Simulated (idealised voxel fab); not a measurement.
A process module follows: voxel transistor to metal.
Cross-section cut spans 205 nm and uses square cells 5 nm in size.
For the purposes of this document, a cross-section shall be understood as a grid of square cells, specified as bands listed in top-to-bottom order, each band consisting of one or more rows of cells.
Read a band's entry like this: the first values are the height of its top and the height of its bottom in nm, and what follows is the sequence of materials from left to right, each with its width in nm. Note that "empty" is empty space, and that a single material marked "throughout" reaches across the band from edge to edge.
The reference from which all heights are counted is 0, the level beneath which the as-received wafer is entirely one material; the lowest band, having no lower bound, proceeds downward and is written after the example "0 nm and below".
A width such as "30..40" changes by the same amount from each row of cells to the next, from the band's top row to its bottom row.
"no change" means the step left every cell of the cross-section as it was.
Each empty space that has no open way to the top and spans at least 8 cells appears under "Sealed internal voids" as width x height at distance, the distance counted from the left edge, all in nm.
If you see something after the settings on a step's line, that's the simulator's own remark about that step.
What "overlay nm" on a step's line means: if the step has a mask, that mask lay this far to the right of its planned place, or, when the value is negative, to the left.

**Planned process steps**
1: RECEIVE: material Si
2: CONFORMAL_DEP: material SiO2, thk nm 5
3: CONFORMAL_DEP: material SiN, thk nm 15
4: DIRECTIONAL_DEP: material aC, thk nm 15
5: PATTERN: tone cover, mask id ACTIVE, material resist, width nm 105, thk nm 30, overlay nm 0
6: DIRECTIONAL_ETCH: etch materials aC, depth nm 15
7: STRIP: etch materials resist
8: DIRECTIONAL_ETCH: etch materials SiN, depth nm 15
9: DIRECTIONAL_ETCH: etch materials SiO2, depth nm 5
10: DIRECTIONAL_ETCH: etch materials Si, depth nm 35
11: STRIP: etch materials aC
12: FILL_DEP: material SiO2, thk nm 15
13: CMP: height nm 20
14: SELECTIVE_ETCH: etch materials SiO2, depth nm 15
15: STRIP: etch materials SiN
16: SELECTIVE_ETCH: etch materials SiO2, depth nm 5
17: OXIDIZE: depth nm 5
18: DIRECTIONAL_DEP: material polySi, thk nm 20
19: DIRECTIONAL_DEP: material SiCN, thk nm 10
20: MASKED_ETCH: tone cover, mask id GATE, width nm 25, etch materials SiCN, depth nm 20, overlay nm 0
21: MASKED_ETCH: tone cover, mask id GATE, width nm 25, etch materials polySi, depth nm 30, overlay nm 0
22: CONFORMAL_DEP: material SiO2, thk nm 5
23: DIRECTIONAL_ETCH: etch materials SiO2, depth nm 5
24: CONFORMAL_DEP: material SiN, thk nm 10
25: DIRECTIONAL_ETCH: etch materials SiN, depth nm 10
26: DIRECTIONAL_ETCH: etch materials SiO2, depth nm 5
27: DIRECTIONAL_ETCH: etch materials Si, depth nm 15
28: EPI: material nSi, thk nm 15
29: FILL_DEP: material SiO2, thk nm 5
30: CMP: height nm 30
31: DIRECTIONAL_DEP: material SiO2, thk nm 15
32: PATTERN: tone open, mask id CONTACT, material resist, width nm 25, pitch nm 60, thk nm 20, overlay nm 0
33: DIRECTIONAL_ETCH: etch materials SiO2, depth nm 35
34: STRIP: etch materials resist
35: CONFORMAL_DEP: material TiN, thk nm 5
36: FILL_DEP: material Ru, thk nm 5
37: CMP: height nm 45
38: DIRECTIONAL_DEP: material TiN, thk nm 5
39: DIRECTIONAL_DEP: material Ru, thk nm 20
40: PATTERN: tone cover, mask id METAL_1, material resist, width nm 15, pitch nm 70, thk nm 20, overlay nm 0
41: DIRECTIONAL_ETCH: etch materials Ru, depth nm 20
42: DIRECTIONAL_ETCH: etch materials TiN, depth nm 5
43: STRIP: etch materials resist
44: CONFORMAL_DEP: material SiN, thk nm 5
45: FILL_DEP: material SiO2, thk nm 5
46: CMP: height nm 70
47: CONFORMAL_DEP: material SiN, thk nm 5

**So, the first of our two wafers, run just as we planned it**

**Received-state cross-section, reflecting completion of step 1**
> 0 nm and below: Si throughout
> Sealed internal voids: none

**After step 2: wafer cross-section**
> 5 nm to 0 nm: SiO2 throughout
> Under 0: no change, same as before.

**After step 3: wafer cross-section**
> 20 nm to 5 nm: SiN throughout
> Under 5: no change, same as before.

**After step 4: wafer cross-section**
> 35 nm to 20 nm: aC throughout
> Under 20: no change, same as before.

**After step 5: wafer cross-section**
> 65 nm to 35 nm: empty=50 | resist=105 | empty=50
> Under 35: no change, same as before.

**After step 6: wafer cross-section**
> 50 nm to 35 nm: empty=50 | resist=105 | empty=50
> 35 nm to 20 nm: empty=50 | aC=105 | empty=50
> Under 20: no change, same as before.

**After step 7: wafer cross-section**
> 35 nm to 20 nm: empty=50 | aC=105 | empty=50
> Under 20: no change, same as before.

**After step 8: wafer cross-section**
> 35 nm to 20 nm: empty=50 | aC=105 | empty=50
> 20 nm to 5 nm: empty=50 | SiN=105 | empty=50
> Under 5: no change, same as before.

**After step 9: wafer cross-section**
> 35 nm to 20 nm: empty=50 | aC=105 | empty=50
> 20 nm to 5 nm: empty=50 | SiN=105 | empty=50
> 5 nm to 0 nm: empty=50 | SiO2=105 | empty=50
> Under 0: no change, same as before.

**After step 10: wafer cross-section**
> 35 nm to 20 nm: empty=50 | aC=105 | empty=50
> 20 nm to 5 nm: empty=50 | SiN=105 | empty=50
> 5 nm to 0 nm: empty=50 | SiO2=105 | empty=50
> 0 nm to -35 nm: empty=50 | Si=105 | empty=50
> Under -35: no change, same as before.

**After step 11: wafer cross-section**
> 20 nm to 5 nm: empty=50 | SiN=105 | empty=50
> Under 5: no change, same as before.

**After step 12: wafer cross-section**
> 35 nm to 20 nm: SiO2 throughout
> 20 nm to 5 nm: SiO2=50 | SiN=105 | SiO2=50
> 5 nm to 0 nm: SiO2 throughout
> 0 nm to -35 nm: SiO2=50 | Si=105 | SiO2=50
> Under -35: no change, same as before.

**After step 13: wafer cross-section**
> 20 nm to 5 nm: SiO2=50 | SiN=105 | SiO2=50
> Under 5: no change, same as before.

**After step 14: wafer cross-section**
> 20 nm to 5 nm: empty=50 | SiN=105 | empty=50
> Under 5: no change, same as before.

**After step 15: wafer cross-section**
> 5 nm to 0 nm: SiO2 throughout
> Under 0: no change, same as before.

**After step 16: wafer cross-section**
> 0 nm to -35 nm: SiO2=50 | Si=105 | SiO2=50
> Under -35: no change, same as before.

**After step 17: wafer cross-section**
> 0 nm to -5 nm: SiO2 throughout
> Under -5: no change, same as before.

**After step 18: wafer cross-section**
> 20 nm to 0 nm: polySi throughout
> Under 0: no change, same as before.

**After step 19: wafer cross-section**
> 30 nm to 20 nm: SiCN throughout
> Under 20: no change, same as before.

**After step 20: wafer cross-section**
> 30 nm to 20 nm: empty=90 | SiCN=25 | empty=90
> Under 20: no change, same as before.

**After step 21: wafer cross-section**
> 30 nm to 20 nm: empty=90 | SiCN=25 | empty=90
> 20 nm to 0 nm: empty=90 | polySi=25 | empty=90
> Under 0: no change, same as before.

**After step 22: wafer cross-section**
> 35 nm to 30 nm: empty=85 | SiO2=35 | empty=85
> 30 nm to 20 nm: empty=85 | SiO2=5 | SiCN=25 | SiO2=5 | empty=85
> 20 nm to 5 nm: empty=85 | SiO2=5 | polySi=25 | SiO2=5 | empty=85
> 5 nm to 0 nm: SiO2=90 | polySi=25 | SiO2=90
> Under 0: no change, same as before.

**After step 23: wafer cross-section**
> 30 nm to 20 nm: empty=85 | SiO2=5 | SiCN=25 | SiO2=5 | empty=85
> 20 nm to 0 nm: empty=85 | SiO2=5 | polySi=25 | SiO2=5 | empty=85
> Under 0: no change, same as before.

**After step 24: wafer cross-section**
> 40 nm to 30 nm: empty=75 | SiN=55 | empty=75
> 30 nm to 20 nm: empty=75 | SiN=10 | SiO2=5 | SiCN=25 | SiO2=5 | SiN=10 | empty=75
> 20 nm to 10 nm: empty=75 | SiN=10 | SiO2=5 | polySi=25 | SiO2=5 | SiN=10 | empty=75
> 10 nm to 0 nm: SiN=85 | SiO2=5 | polySi=25 | SiO2=5 | SiN=85
> Under 0: no change, same as before.

**After step 25: wafer cross-section**
> 30 nm to 20 nm: empty=75 | SiN=10 | SiO2=5 | SiCN=25 | SiO2=5 | SiN=10 | empty=75
> 20 nm to 0 nm: empty=75 | SiN=10 | SiO2=5 | polySi=25 | SiO2=5 | SiN=10 | empty=75
> Under 0: no change, same as before.

**After step 26: wafer cross-section**
> 30 nm to 25 nm: empty=75 | SiN=10 | empty=5 | SiCN=25 | empty=5 | SiN=10 | empty=75
> 25 nm to 20 nm: empty=75 | SiN=10 | SiO2=5 | SiCN=25 | SiO2=5 | SiN=10 | empty=75
> 20 nm to 0 nm: empty=75 | SiN=10 | SiO2=5 | polySi=25 | SiO2=5 | SiN=10 | empty=75
> 0 nm to -5 nm: empty=75 | SiO2=55 | empty=75
> Under -5: no change, same as before.

**After step 27: wafer cross-section**
> 30 nm to 25 nm: empty=75 | SiN=10 | empty=5 | SiCN=25 | empty=5 | SiN=10 | empty=75
> 25 nm to 20 nm: empty=75 | SiN=10 | SiO2=5 | SiCN=25 | SiO2=5 | SiN=10 | empty=75
> 20 nm to 0 nm: empty=75 | SiN=10 | SiO2=5 | polySi=25 | SiO2=5 | SiN=10 | empty=75
> 0 nm to -5 nm: empty=75 | SiO2=55 | empty=75
> -5 nm to -20 nm: SiO2=50 | empty=25 | Si=55 | empty=25 | SiO2=50
> Under -20: no change, same as before.

**After step 28: wafer cross-section**
> 30 nm to 25 nm: empty=75 | SiN=10 | empty=5 | SiCN=25 | empty=5 | SiN=10 | empty=75
> 25 nm to 20 nm: empty=75 | SiN=10 | SiO2=5 | SiCN=25 | SiO2=5 | SiN=10 | empty=75
> 20 nm to 10 nm: empty=75 | SiN=10 | SiO2=5 | polySi=25 | SiO2=5 | SiN=10 | empty=75
> 10 nm to 0 nm: empty=60 | nSi=15 | SiN=10 | SiO2=5 | polySi=25 | SiO2=5 | SiN=10 | nSi=15 | empty=60
> 0 nm to -5 nm: empty=60 | nSi=15 | SiO2=55 | nSi=15 | empty=60
> -5 nm to -20 nm: SiO2=50 | nSi=25 | Si=55 | nSi=25 | SiO2=50
> Under -20: no change, same as before.

**After step 29: wafer cross-section**
> 35 nm to 30 nm: SiO2 throughout
> 30 nm to 20 nm: SiO2=75 | SiN=10 | SiO2=5 | SiCN=25 | SiO2=5 | SiN=10 | SiO2=75
> 20 nm to 10 nm: SiO2=75 | SiN=10 | SiO2=5 | polySi=25 | SiO2=5 | SiN=10 | SiO2=75
> 10 nm to 0 nm: SiO2=60 | nSi=15 | SiN=10 | SiO2=5 | polySi=25 | SiO2=5 | SiN=10 | nSi=15 | SiO2=60
> 0 nm to -5 nm: SiO2=60 | nSi=15 | SiO2=55 | nSi=15 | SiO2=60
> Under -5: no change, same as before.

**After step 30: wafer cross-section**
> 30 nm to 20 nm: SiO2=75 | SiN=10 | SiO2=5 | SiCN=25 | SiO2=5 | SiN=10 | SiO2=75
> Under 20: no change, same as before.

**After step 31: wafer cross-section**
> 45 nm to 30 nm: SiO2 throughout
> Under 30: no change, same as before.

**After step 32: wafer cross-section**
> 65 nm to 45 nm: resist=60 | empty=25 | resist=35 | empty=25 | resist=60
> Under 45: no change, same as before.

**After step 33: wafer cross-section**
> 65 nm to 45 nm: resist=60 | empty=25 | resist=35 | empty=25 | resist=60
> 45 nm to 30 nm: SiO2=60 | empty=25 | SiO2=35 | empty=25 | SiO2=60
> 30 nm to 20 nm: SiO2=60 | empty=15 | SiN=10 | SiO2=5 | SiCN=25 | SiO2=5 | SiN=10 | empty=15 | SiO2=60
> 20 nm to 10 nm: SiO2=60 | empty=15 | SiN=10 | SiO2=5 | polySi=25 | SiO2=5 | SiN=10 | empty=15 | SiO2=60
> Under 10: no change, same as before.

**After step 34: wafer cross-section**
> 45 nm to 30 nm: SiO2=60 | empty=25 | SiO2=35 | empty=25 | SiO2=60
> Under 30: no change, same as before.

**After step 35: wafer cross-section**
> 50 nm to 45 nm: TiN=65 | empty=15 | TiN=45 | empty=15 | TiN=65
> 45 nm to 35 nm: SiO2=60 | TiN=5 | empty=15 | TiN=5 | SiO2=35 | TiN=5 | empty=15 | TiN=5 | SiO2=60
> 35 nm to 30 nm: SiO2=60 | TiN=5 | empty=5 | TiN=15 | SiO2=35 | TiN=15 | empty=5 | TiN=5 | SiO2=60
> 30 nm to 20 nm: SiO2=60 | TiN=5 | empty=5 | TiN=5 | SiN=10 | SiO2=5 | SiCN=25 | SiO2=5 | SiN=10 | TiN=5 | empty=5 | TiN=5 | SiO2=60
> 20 nm to 15 nm: SiO2=60 | TiN=5 | empty=5 | TiN=5 | SiN=10 | SiO2=5 | polySi=25 | SiO2=5 | SiN=10 | TiN=5 | empty=5 | TiN=5 | SiO2=60
> 15 nm to 10 nm: SiO2=60 | TiN=15 | SiN=10 | SiO2=5 | polySi=25 | SiO2=5 | SiN=10 | TiN=15 | SiO2=60
> Under 10: no change, same as before.

**After step 36: wafer cross-section**
> 55 nm to 50 nm: Ru throughout
> 50 nm to 45 nm: TiN=65 | Ru=15 | TiN=45 | Ru=15 | TiN=65
> 45 nm to 35 nm: SiO2=60 | TiN=5 | Ru=15 | TiN=5 | SiO2=35 | TiN=5 | Ru=15 | TiN=5 | SiO2=60
> 35 nm to 30 nm: SiO2=60 | TiN=5 | Ru=5 | TiN=15 | SiO2=35 | TiN=15 | Ru=5 | TiN=5 | SiO2=60
> 30 nm to 20 nm: SiO2=60 | TiN=5 | Ru=5 | TiN=5 | SiN=10 | SiO2=5 | SiCN=25 | SiO2=5 | SiN=10 | TiN=5 | Ru=5 | TiN=5 | SiO2=60
> 20 nm to 15 nm: SiO2=60 | TiN=5 | Ru=5 | TiN=5 | SiN=10 | SiO2=5 | polySi=25 | SiO2=5 | SiN=10 | TiN=5 | Ru=5 | TiN=5 | SiO2=60
> Under 15: no change, same as before.

**After step 37: wafer cross-section**
> 45 nm to 35 nm: SiO2=60 | TiN=5 | Ru=15 | TiN=5 | SiO2=35 | TiN=5 | Ru=15 | TiN=5 | SiO2=60
> Under 35: no change, same as before.

**After step 38: wafer cross-section**
> 50 nm to 45 nm: TiN throughout
> Under 45: no change, same as before.

**After step 39: wafer cross-section**
> 70 nm to 50 nm: Ru throughout
> Under 50: no change, same as before.

**After step 40: wafer cross-section**
> 90 nm to 70 nm: empty=60 | resist=15 | empty=55 | resist=15 | empty=60
> Under 70: no change, same as before.

**After step 41: wafer cross-section**
> 90 nm to 70 nm: empty=60 | resist=15 | empty=55 | resist=15 | empty=60
> 70 nm to 50 nm: empty=60 | Ru=15 | empty=55 | Ru=15 | empty=60
> Under 50: no change, same as before.

**After step 42: wafer cross-section**
> 90 nm to 70 nm: empty=60 | resist=15 | empty=55 | resist=15 | empty=60
> 70 nm to 50 nm: empty=60 | Ru=15 | empty=55 | Ru=15 | empty=60
> 50 nm to 45 nm: empty=60 | TiN=15 | empty=55 | TiN=15 | empty=60
> Under 45: no change, same as before.

**After step 43: wafer cross-section**
> 70 nm to 50 nm: empty=60 | Ru=15 | empty=55 | Ru=15 | empty=60
> Under 50: no change, same as before.

**After step 44: wafer cross-section**
> 75 nm to 70 nm: empty=55 | SiN=25 | empty=45 | SiN=25 | empty=55
> 70 nm to 50 nm: empty=55 | SiN=5 | Ru=15 | SiN=5 | empty=45 | SiN=5 | Ru=15 | SiN=5 | empty=55
> 50 nm to 45 nm: SiN=60 | TiN=15 | SiN=55 | TiN=15 | SiN=60
> Under 45: no change, same as before.

**After step 45: wafer cross-section**
> 80 nm to 75 nm: SiO2 throughout
> 75 nm to 70 nm: SiO2=55 | SiN=25 | SiO2=45 | SiN=25 | SiO2=55
> 70 nm to 50 nm: SiO2=55 | SiN=5 | Ru=15 | SiN=5 | SiO2=45 | SiN=5 | Ru=15 | SiN=5 | SiO2=55
> Under 50: no change, same as before.

**After step 46: wafer cross-section**
> 70 nm to 50 nm: SiO2=55 | SiN=5 | Ru=15 | SiN=5 | SiO2=45 | SiN=5 | Ru=15 | SiN=5 | SiO2=55
> Under 50: no change, same as before.

**After step 47: wafer cross-section**
> 75 nm to 70 nm: SiN throughout
> Under 70: no change, same as before.

**Notes, second wafer: start = first wafer's, plan = first wafer's, execution had one mistake; history identical to first through step 4**

**Second wafer profile in section, at the moment step 5 of the plan was meant to be complete**
> 65 nm to 35 nm: empty=45 | resist=115 | empty=45
> Under 35: no change, same as before.

**Second wafer profile in section, at the moment step 6 of the plan was meant to be complete**
> 50 nm to 35 nm: empty=45 | resist=115 | empty=45
> 35 nm to 20 nm: empty=45 | aC=115 | empty=45
> Under 20: no change, same as before.

**Second wafer profile in section, at the moment step 7 of the plan was meant to be complete**
> 35 nm to 20 nm: empty=45 | aC=115 | empty=45
> Under 20: no change, same as before.

**Second wafer profile in section, at the moment step 8 of the plan was meant to be complete**
> 35 nm to 20 nm: empty=45 | aC=115 | empty=45
> 20 nm to 5 nm: empty=45 | SiN=115 | empty=45
> Under 5: no change, same as before.

**Second wafer profile in section, at the moment step 9 of the plan was meant to be complete**
> 35 nm to 20 nm: empty=45 | aC=115 | empty=45
> 20 nm to 5 nm: empty=45 | SiN=115 | empty=45
> 5 nm to 0 nm: empty=45 | SiO2=115 | empty=45
> Under 0: no change, same as before.

**Second wafer profile in section, at the moment step 10 of the plan was meant to be complete**
> 35 nm to 20 nm: empty=45 | aC=115 | empty=45
> 20 nm to 5 nm: empty=45 | SiN=115 | empty=45
> 5 nm to 0 nm: empty=45 | SiO2=115 | empty=45
> 0 nm to -35 nm: empty=45 | Si=115 | empty=45
> Under -35: no change, same as before.

**Second wafer profile in section, at the moment step 11 of the plan was meant to be complete**
> 20 nm to 5 nm: empty=45 | SiN=115 | empty=45
> Under 5: no change, same as before.

**Second wafer profile in section, at the moment step 12 of the plan was meant to be complete**
> 35 nm to 20 nm: SiO2 throughout
> 20 nm to 5 nm: SiO2=45 | SiN=115 | SiO2=45
> 5 nm to 0 nm: SiO2 throughout
> 0 nm to -35 nm: SiO2=45 | Si=115 | SiO2=45
> Under -35: no change, same as before.

**Second wafer profile in section, at the moment step 13 of the plan was meant to be complete**
> 20 nm to 5 nm: SiO2=45 | SiN=115 | SiO2=45
> Under 5: no change, same as before.

**Second wafer profile in section, at the moment step 14 of the plan was meant to be complete**
> 20 nm to 5 nm: empty=45 | SiN=115 | empty=45
> Under 5: no change, same as before.

**Second wafer profile in section, at the moment step 15 of the plan was meant to be complete**
> 5 nm to 0 nm: SiO2 throughout
> Under 0: no change, same as before.

**Second wafer profile in section, at the moment step 16 of the plan was meant to be complete**
> 0 nm to -35 nm: SiO2=45 | Si=115 | SiO2=45
> Under -35: no change, same as before.

**Second wafer profile in section, at the moment step 17 of the plan was meant to be complete**
> 0 nm to -5 nm: SiO2 throughout
> Under -5: no change, same as before.

**Second wafer profile in section, at the moment step 18 of the plan was meant to be complete**
> 20 nm to 0 nm: polySi throughout
> Under 0: no change, same as before.

**Second wafer profile in section, at the moment step 19 of the plan was meant to be complete**
> 30 nm to 20 nm: SiCN throughout
> Under 20: no change, same as before.

**Second wafer profile in section, at the moment step 20 of the plan was meant to be complete**
> 30 nm to 20 nm: empty=90 | SiCN=25 | empty=90
> Under 20: no change, same as before.

**Second wafer profile in section, at the moment step 21 of the plan was meant to be complete**
> 30 nm to 20 nm: empty=90 | SiCN=25 | empty=90
> 20 nm to 0 nm: empty=90 | polySi=25 | empty=90
> Under 0: no change, same as before.

**Second wafer profile in section, at the moment step 22 of the plan was meant to be complete**
> 35 nm to 30 nm: empty=85 | SiO2=35 | empty=85
> 30 nm to 20 nm: empty=85 | SiO2=5 | SiCN=25 | SiO2=5 | empty=85
> 20 nm to 5 nm: empty=85 | SiO2=5 | polySi=25 | SiO2=5 | empty=85
> 5 nm to 0 nm: SiO2=90 | polySi=25 | SiO2=90
> Under 0: no change, same as before.

**Second wafer profile in section, at the moment step 23 of the plan was meant to be complete**
> 30 nm to 20 nm: empty=85 | SiO2=5 | SiCN=25 | SiO2=5 | empty=85
> 20 nm to 0 nm: empty=85 | SiO2=5 | polySi=25 | SiO2=5 | empty=85
> Under 0: no change, same as before.

**Second wafer profile in section, at the moment step 24 of the plan was meant to be complete**
> 40 nm to 30 nm: empty=75 | SiN=55 | empty=75
> 30 nm to 20 nm: empty=75 | SiN=10 | SiO2=5 | SiCN=25 | SiO2=5 | SiN=10 | empty=75
> 20 nm to 10 nm: empty=75 | SiN=10 | SiO2=5 | polySi=25 | SiO2=5 | SiN=10 | empty=75
> 10 nm to 0 nm: SiN=85 | SiO2=5 | polySi=25 | SiO2=5 | SiN=85
> Under 0: no change, same as before.

**Second wafer profile in section, at the moment step 25 of the plan was meant to be complete**
> 30 nm to 20 nm: empty=75 | SiN=10 | SiO2=5 | SiCN=25 | SiO2=5 | SiN=10 | empty=75
> 20 nm to 0 nm: empty=75 | SiN=10 | SiO2=5 | polySi=25 | SiO2=5 | SiN=10 | empty=75
> Under 0: no change, same as before.

**Second wafer profile in section, at the moment step 26 of the plan was meant to be complete**
> 30 nm to 25 nm: empty=75 | SiN=10 | empty=5 | SiCN=25 | empty=5 | SiN=10 | empty=75
> 25 nm to 20 nm: empty=75 | SiN=10 | SiO2=5 | SiCN=25 | SiO2=5 | SiN=10 | empty=75
> 20 nm to 0 nm: empty=75 | SiN=10 | SiO2=5 | polySi=25 | SiO2=5 | SiN=10 | empty=75
> 0 nm to -5 nm: empty=75 | SiO2=55 | empty=75
> Under -5: no change, same as before.

**Second wafer profile in section, at the moment step 27 of the plan was meant to be complete**
> 30 nm to 25 nm: empty=75 | SiN=10 | empty=5 | SiCN=25 | empty=5 | SiN=10 | empty=75
> 25 nm to 20 nm: empty=75 | SiN=10 | SiO2=5 | SiCN=25 | SiO2=5 | SiN=10 | empty=75
> 20 nm to 0 nm: empty=75 | SiN=10 | SiO2=5 | polySi=25 | SiO2=5 | SiN=10 | empty=75
> 0 nm to -5 nm: empty=75 | SiO2=55 | empty=75
> -5 nm to -20 nm: SiO2=45 | empty=30 | Si=55 | empty=30 | SiO2=45
> Under -20: no change, same as before.

**Second wafer profile in section, at the moment step 28 of the plan was meant to be complete**
> 30 nm to 25 nm: empty=75 | SiN=10 | empty=5 | SiCN=25 | empty=5 | SiN=10 | empty=75
> 25 nm to 20 nm: empty=75 | SiN=10 | SiO2=5 | SiCN=25 | SiO2=5 | SiN=10 | empty=75
> 20 nm to 10 nm: empty=75 | SiN=10 | SiO2=5 | polySi=25 | SiO2=5 | SiN=10 | empty=75
> 10 nm to 0 nm: empty=60 | nSi=15 | SiN=10 | SiO2=5 | polySi=25 | SiO2=5 | SiN=10 | nSi=15 | empty=60
> 0 nm to -5 nm: empty=60 | nSi=15 | SiO2=55 | nSi=15 | empty=60
> -5 nm to -20 nm: SiO2=45 | nSi=30 | Si=55 | nSi=30 | SiO2=45
> Under -20: no change, same as before.

**Second wafer profile in section, at the moment step 29 of the plan was meant to be complete**
> 35 nm to 30 nm: SiO2 throughout
> 30 nm to 20 nm: SiO2=75 | SiN=10 | SiO2=5 | SiCN=25 | SiO2=5 | SiN=10 | SiO2=75
> 20 nm to 10 nm: SiO2=75 | SiN=10 | SiO2=5 | polySi=25 | SiO2=5 | SiN=10 | SiO2=75
> 10 nm to 0 nm: SiO2=60 | nSi=15 | SiN=10 | SiO2=5 | polySi=25 | SiO2=5 | SiN=10 | nSi=15 | SiO2=60
> 0 nm to -5 nm: SiO2=60 | nSi=15 | SiO2=55 | nSi=15 | SiO2=60
> Under -5: no change, same as before.

**Second wafer profile in section, at the moment step 30 of the plan was meant to be complete**
> 30 nm to 20 nm: SiO2=75 | SiN=10 | SiO2=5 | SiCN=25 | SiO2=5 | SiN=10 | SiO2=75
> Under 20: no change, same as before.

**Second wafer profile in section, at the moment step 31 of the plan was meant to be complete**
> 45 nm to 30 nm: SiO2 throughout
> Under 30: no change, same as before.

**Second wafer profile in section, at the moment step 32 of the plan was meant to be complete**
> 65 nm to 45 nm: resist=60 | empty=25 | resist=35 | empty=25 | resist=60
> Under 45: no change, same as before.

**Second wafer profile in section, at the moment step 33 of the plan was meant to be complete**
> 65 nm to 45 nm: resist=60 | empty=25 | resist=35 | empty=25 | resist=60
> 45 nm to 30 nm: SiO2=60 | empty=25 | SiO2=35 | empty=25 | SiO2=60
> 30 nm to 20 nm: SiO2=60 | empty=15 | SiN=10 | SiO2=5 | SiCN=25 | SiO2=5 | SiN=10 | empty=15 | SiO2=60
> 20 nm to 10 nm: SiO2=60 | empty=15 | SiN=10 | SiO2=5 | polySi=25 | SiO2=5 | SiN=10 | empty=15 | SiO2=60
> Under 10: no change, same as before.

**Second wafer profile in section, at the moment step 34 of the plan was meant to be complete**
> 45 nm to 30 nm: SiO2=60 | empty=25 | SiO2=35 | empty=25 | SiO2=60
> Under 30: no change, same as before.

**Second wafer profile in section, at the moment step 35 of the plan was meant to be complete**
> 50 nm to 45 nm: TiN=65 | empty=15 | TiN=45 | empty=15 | TiN=65
> 45 nm to 35 nm: SiO2=60 | TiN=5 | empty=15 | TiN=5 | SiO2=35 | TiN=5 | empty=15 | TiN=5 | SiO2=60
> 35 nm to 30 nm: SiO2=60 | TiN=5 | empty=5 | TiN=15 | SiO2=35 | TiN=15 | empty=5 | TiN=5 | SiO2=60
> 30 nm to 20 nm: SiO2=60 | TiN=5 | empty=5 | TiN=5 | SiN=10 | SiO2=5 | SiCN=25 | SiO2=5 | SiN=10 | TiN=5 | empty=5 | TiN=5 | SiO2=60
> 20 nm to 15 nm: SiO2=60 | TiN=5 | empty=5 | TiN=5 | SiN=10 | SiO2=5 | polySi=25 | SiO2=5 | SiN=10 | TiN=5 | empty=5 | TiN=5 | SiO2=60
> 15 nm to 10 nm: SiO2=60 | TiN=15 | SiN=10 | SiO2=5 | polySi=25 | SiO2=5 | SiN=10 | TiN=15 | SiO2=60
> Under 10: no change, same as before.

**Second wafer profile in section, at the moment step 36 of the plan was meant to be complete**
> 55 nm to 50 nm: Ru throughout
> 50 nm to 45 nm: TiN=65 | Ru=15 | TiN=45 | Ru=15 | TiN=65
> 45 nm to 35 nm: SiO2=60 | TiN=5 | Ru=15 | TiN=5 | SiO2=35 | TiN=5 | Ru=15 | TiN=5 | SiO2=60
> 35 nm to 30 nm: SiO2=60 | TiN=5 | Ru=5 | TiN=15 | SiO2=35 | TiN=15 | Ru=5 | TiN=5 | SiO2=60
> 30 nm to 20 nm: SiO2=60 | TiN=5 | Ru=5 | TiN=5 | SiN=10 | SiO2=5 | SiCN=25 | SiO2=5 | SiN=10 | TiN=5 | Ru=5 | TiN=5 | SiO2=60
> 20 nm to 15 nm: SiO2=60 | TiN=5 | Ru=5 | TiN=5 | SiN=10 | SiO2=5 | polySi=25 | SiO2=5 | SiN=10 | TiN=5 | Ru=5 | TiN=5 | SiO2=60
> Under 15: no change, same as before.

**Second wafer profile in section, at the moment step 37 of the plan was meant to be complete**
> 45 nm to 35 nm: SiO2=60 | TiN=5 | Ru=15 | TiN=5 | SiO2=35 | TiN=5 | Ru=15 | TiN=5 | SiO2=60
> Under 35: no change, same as before.

**Second wafer profile in section, at the moment step 38 of the plan was meant to be complete**
> 50 nm to 45 nm: TiN throughout
> Under 45: no change, same as before.

**Second wafer profile in section, at the moment step 39 of the plan was meant to be complete**
> 70 nm to 50 nm: Ru throughout
> Under 50: no change, same as before.

**Second wafer profile in section, at the moment step 40 of the plan was meant to be complete**
> 90 nm to 70 nm: empty=60 | resist=15 | empty=55 | resist=15 | empty=60
> Under 70: no change, same as before.

**Second wafer profile in section, at the moment step 41 of the plan was meant to be complete**
> 90 nm to 70 nm: empty=60 | resist=15 | empty=55 | resist=15 | empty=60
> 70 nm to 50 nm: empty=60 | Ru=15 | empty=55 | Ru=15 | empty=60
> Under 50: no change, same as before.

**Second wafer profile in section, at the moment step 42 of the plan was meant to be complete**
> 90 nm to 70 nm: empty=60 | resist=15 | empty=55 | resist=15 | empty=60
> 70 nm to 50 nm: empty=60 | Ru=15 | empty=55 | Ru=15 | empty=60
> 50 nm to 45 nm: empty=60 | TiN=15 | empty=55 | TiN=15 | empty=60
> Under 45: no change, same as before.

**Second wafer profile in section, at the moment step 43 of the plan was meant to be complete**
> 70 nm to 50 nm: empty=60 | Ru=15 | empty=55 | Ru=15 | empty=60
> Under 50: no change, same as before.

**Second wafer profile in section, at the moment step 44 of the plan was meant to be complete**
> 75 nm to 70 nm: empty=55 | SiN=25 | empty=45 | SiN=25 | empty=55
> 70 nm to 50 nm: empty=55 | SiN=5 | Ru=15 | SiN=5 | empty=45 | SiN=5 | Ru=15 | SiN=5 | empty=55
> 50 nm to 45 nm: SiN=60 | TiN=15 | SiN=55 | TiN=15 | SiN=60
> Under 45: no change, same as before.

**Second wafer profile in section, at the moment step 45 of the plan was meant to be complete**
> 80 nm to 75 nm: SiO2 throughout
> 75 nm to 70 nm: SiO2=55 | SiN=25 | SiO2=45 | SiN=25 | SiO2=55
> 70 nm to 50 nm: SiO2=55 | SiN=5 | Ru=15 | SiN=5 | SiO2=45 | SiN=5 | Ru=15 | SiN=5 | SiO2=55
> Under 50: no change, same as before.

**Second wafer profile in section, at the moment step 46 of the plan was meant to be complete**
> 70 nm to 50 nm: SiO2=55 | SiN=5 | Ru=15 | SiN=5 | SiO2=45 | SiN=5 | Ru=15 | SiN=5 | SiO2=55
> Under 50: no change, same as before.

**Second wafer profile in section, at the moment step 47 of the plan was meant to be complete**
> 75 nm to 70 nm: SiN throughout
> Under 70: no change, same as before.
Diagnosis: off-plan run, step 5, actual operation and settings PATTERN: tone cover, mask id ACTIVE, material resist, width nm 115, thk nm 30, overlay nm 0
Final tally in cells, some materials are higher or lower on the second wafer than on the first: +6 Si, -12 SiO2, +6 nSi
